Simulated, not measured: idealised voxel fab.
process module | voxel quadruple lines
cross-section cut | 230 nm wide | cells 5 nm
A cross-section is a grid of square cells, given in bands from the top down. A band is one or more rows of cells.
Each band's line starts with the height of the band's top and of its bottom, in nm. Then come its materials from left to right, each with its width in nm. One material with "throughout" fills the band from edge to edge. "air" is empty space.
Height 0 is the level under which the wafer as received is all one material. The lowest band goes on downwards, as in "0 down".
A width such as "30 to 40" changes by the same amount from each row of cells to the next, from the band's top row to its bottom row.
"no change" after a step means that no cell of the cross-section changed.
closed voids: empty space of 8 cells or more with no open way to the top, each as width x height at its distance from the left edge, in nm
after a step's settings: what the simulator itself notes on the step
overlay nm, on a step with a mask: how far to the right of its planned place the mask lay; to the left if negative
plan
1 op RECEIVE | material Si
2 op CONFORMAL_DEP | material SiO2 | thk nm 5
3 op DIRECTIONAL_DEP | material W | thk nm 15
4 op DIRECTIONAL_DEP | material polySi | thk nm 20
5 op DIRECTIONAL_DEP | material aC | thk nm 20
6 op PATTERN | tone cover | mask id MANDREL | material resist | width nm 30 | pitch nm 80 | thk nm 25 | overlay nm 0
7 op DIRECTIONAL_ETCH | etch materials aC | depth nm 20
8 op STRIP | etch materials resist
9 op CONFORMAL_DEP | material SiO2 | thk nm 10
10 op DIRECTIONAL_ETCH | etch materials SiO2 | depth nm 10
11 op STRIP | etch materials aC
12 op DIRECTIONAL_ETCH | etch materials polySi | depth nm 20
13 op STRIP | etch materials SiO2
14 op CONFORMAL_DEP | material SiCN | thk nm 10
15 op DIRECTIONAL_ETCH | etch materials SiCN | depth nm 10
16 op STRIP | etch materials polySi
17 op DIRECTIONAL_ETCH | etch materials W | depth nm 15
18 op STRIP | etch materials SiCN
19 op FILL_DEP | material SiO2 | thk nm 5
20 op CMP | height nm 20
as received, after step 1
  0 down: Si throughout
  closed voids: none
a wafer at the end: this start, this plan, one mistake
  20 to 5: SiO2 50 | W 50 | SiO2 30 | W 50 | SiO2 50
  5 to 0: SiO2 throughout
  0 down: Si throughout
  closed voids: none
what went wrong: step 11 ran as: op STRIP | etch materials SiO2
